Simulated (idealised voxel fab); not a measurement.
Process module in this document: voxel capacitor over wiring
Displayed cross-section: cut, width of 230 nm, square cells sized 5 nm.
Just so we're on the same page, the cross-sections are grids of square cells, and they're listed out in bands top to bottom, each band one or more rows deep.
Heads up on the band format: heights come first, top then bottom, in nm. After that it's the materials left to right, each with its width in nm. A single material flagged "throughout" fills the whole band edge to edge, and "blank" means there's empty space there.
Heads up on the height convention: 0 is the point under which the incoming wafer is all one material, and the lowest band has no bottom, it just keeps going down, like "0 and below".
Read "30 to 40" as a graded width: first number on top, second number at the bottom, same change between each pair of neighbouring rows.
For the purposes of this document, the phrase "no change" attached to a step denotes that no cell within the cross-section was modified by that step.
If an empty space has no open way to the top and is at least 8 cells in size, "Sealed voids" lists it, written width x height at distance, where distance is measured from the left edge and every value is in nm.
Past the settings on a step's line: simulator remark, on that step.
The "overlay nm" setting may appear on a step's line; for a step that uses a mask, it gives how far to the right of its planned position the mask lay, and a negative value indicates the left.
### Here's what the planned process steps look like
step 1: RECEIVE [material Si]
step 2: CONFORMAL_DEP [material SiO2] [thk nm 10]
step 3: DIRECTIONAL_DEP [material TiN] [thk nm 5]
step 4: DIRECTIONAL_DEP [material Ru] [thk nm 25]
step 5: DIRECTIONAL_DEP [material aC] [thk nm 15]
step 6: PATTERN [tone cover] [mask id METAL_1] [material resist] [width nm 25] [pitch nm 90] [thk nm 30] [overlay nm 0]
step 7: DIRECTIONAL_ETCH [etch materials aC] [depth nm 15]
step 8: STRIP [etch materials resist]
step 9: DIRECTIONAL_ETCH [etch materials Ru] [depth nm 25]
step 10: DIRECTIONAL_ETCH [etch materials TiN] [depth nm 5]
step 11: STRIP [etch materials aC]
step 12: CONFORMAL_DEP [material SiCN] [thk nm 5]
step 13: FILL_DEP [material SiO2] [thk nm 10]
step 14: CMP [height nm 40]
step 15: CONFORMAL_DEP [material SiCN] [thk nm 5]
step 16: DIRECTIONAL_DEP [material SiO2] [thk nm 20]
step 17: PATTERN [tone open] [mask id PLUG_1] [material resist] [width nm 15] [thk nm 15] [overlay nm 0]
step 18: DIRECTIONAL_ETCH [etch materials SiO2] [depth nm 20]
step 19: DIRECTIONAL_ETCH [etch materials SiCN] [depth nm 5]
step 20: STRIP [etch materials resist]
step 21: CONFORMAL_DEP [material TiN] [thk nm 5]
step 22: FILL_DEP [material Ru] [thk nm 5]
step 23: CMP [height nm 65]
step 24: DIRECTIONAL_DEP [material TiN] [thk nm 5]
step 25: DIRECTIONAL_DEP [material HfO2] [thk nm 5]
step 26: DIRECTIONAL_DEP [material TiN] [thk nm 5]
step 27: DIRECTIONAL_DEP [material aC] [thk nm 10]
step 28: PATTERN [tone cover] [mask id UPPER_PLATE] [material resist] [width nm 70] [thk nm 25] [overlay nm 0]
step 29: DIRECTIONAL_ETCH [etch materials aC] [depth nm 10]
step 30: STRIP [etch materials resist]
step 31: DIRECTIONAL_ETCH [etch materials TiN] [depth nm 5]
step 32: DIRECTIONAL_ETCH [etch materials HfO2] [depth nm 5]
step 33: STRIP [etch materials aC]
step 34: DIRECTIONAL_DEP [material aC] [thk nm 10]
step 35: PATTERN [tone cover] [mask id LOWER_PLATE] [material resist] [width nm 80] [thk nm 30] [overlay nm 0]
step 36: DIRECTIONAL_ETCH [etch materials aC] [depth nm 10]
step 37: STRIP [etch materials resist]
step 38: DIRECTIONAL_ETCH [etch materials TiN] [depth nm 5]
step 39: STRIP [etch materials aC]
step 40: FILL_DEP [material SiO2] [thk nm 15]
step 41: CMP [height nm 90]
step 42: PATTERN [tone open] [mask id PLUG_2] [material resist] [width nm 15] [thk nm 20] [overlay nm 0]
step 43: DIRECTIONAL_ETCH [etch materials SiO2] [depth nm 10]
step 44: STRIP [etch materials resist]
step 45: CONFORMAL_DEP [material TiN] [thk nm 5]
step 46: FILL_DEP [material W] [thk nm 10]
step 47: CMP [height nm 90]
step 48: CONFORMAL_DEP [material SiN] [thk nm 5]
Heads up: all these wafers start the same, and what changes between them is the width nm in step 17. The value you see in the plan is just what the first wafer got.
### As received, i.e. after step 1: cross-section through the first of several wafers
> 0 and below  Si throughout
> Sealed voids: none
### Quick look at the cross-section of the first of several wafers after step 48, which wraps up the module
> 95 down to 90  SiN throughout
> 90 down to 85  75 of SiO2, 5 of TiN, 5 of W, 5 of TiN, 140 of SiO2
> 85 down to 75  75 to 65 of SiO2, 15 to 70 of TiN, 140 to 95 of SiO2
> 75 down to 70  65 of SiO2, 70 of HfO2, 95 of SiO2
> 70 down to 65  60 of SiO2, 80 of TiN, 90 of SiO2
> 65 down to 45  65 of SiO2, 5 of TiN, 5 of Ru, 5 of TiN, 150 of SiO2
> 45 down to 40  65 of SiCN, 15 of TiN, 150 of SiCN
> 40 down to 15  50 of SiO2, 5 of SiCN, 25 of Ru, 5 of SiCN, 55 of SiO2, 5 of SiCN, 25 of Ru, 5 of SiCN, 55 of SiO2
> 15 down to 10  55 of SiCN, 25 of TiN, 65 of SiCN, 25 of TiN, 60 of SiCN
> 10 down to 0  SiO2 throughout
> 0 and below  Si throughout
> Sealed voids: none
### Final wafer cross-section at module end
> 95 down to 90  SiN throughout
> 90 down to 85  75 of SiO2, 5 of TiN, 5 of W, 5 of TiN, 140 of SiO2
> 85 down to 75  75 to 65 of SiO2, 15 to 70 of TiN, 140 to 95 of SiO2
> 75 down to 70  65 of SiO2, 70 of HfO2, 95 of SiO2
> 70 down to 65  60 of SiO2, 80 of TiN, 90 of SiO2
> 65 down to 45  60 of SiO2, 5 of TiN, 20 of Ru, 5 of TiN, 140 of SiO2
> 45 down to 40  60 of SiCN, 30 of TiN, 140 of SiCN
> 40 down to 15  50 of SiO2, 5 of SiCN, 25 of Ru, 5 of SiCN, 55 of SiO2, 5 of SiCN, 25 of Ru, 5 of SiCN, 55 of SiO2
> 15 down to 10  55 of SiCN, 25 of TiN, 65 of SiCN, 25 of TiN, 60 of SiCN
> 10 down to 0  SiO2 throughout
> 0 and below  Si throughout
> Sealed voids: none
### Where each wafer stands at the end of the module, a row apiece: cells of each material gained (+) or lost (-) since it was received, then closed voids
width nm 15; +14 HfO2; +54 Ru; +99 SiCN; +46 SiN; +604 SiO2; +56 TiN; +1 W; Sealed voids: none
width nm 20; +14 HfO2; +58 Ru; +98 SiCN; +46 SiN; +600 SiO2; +57 TiN; +1 W; Sealed voids: none
width nm 25; +14 HfO2; +62 Ru; +97 SiCN; +46 SiN; +596 SiO2; +58 TiN; +1 W; Sealed voids: none
width nm 30; +14 HfO2; +66 Ru; +96 SiCN; +46 SiN; +592 SiO2; +59 TiN; +1 W; Sealed voids: none
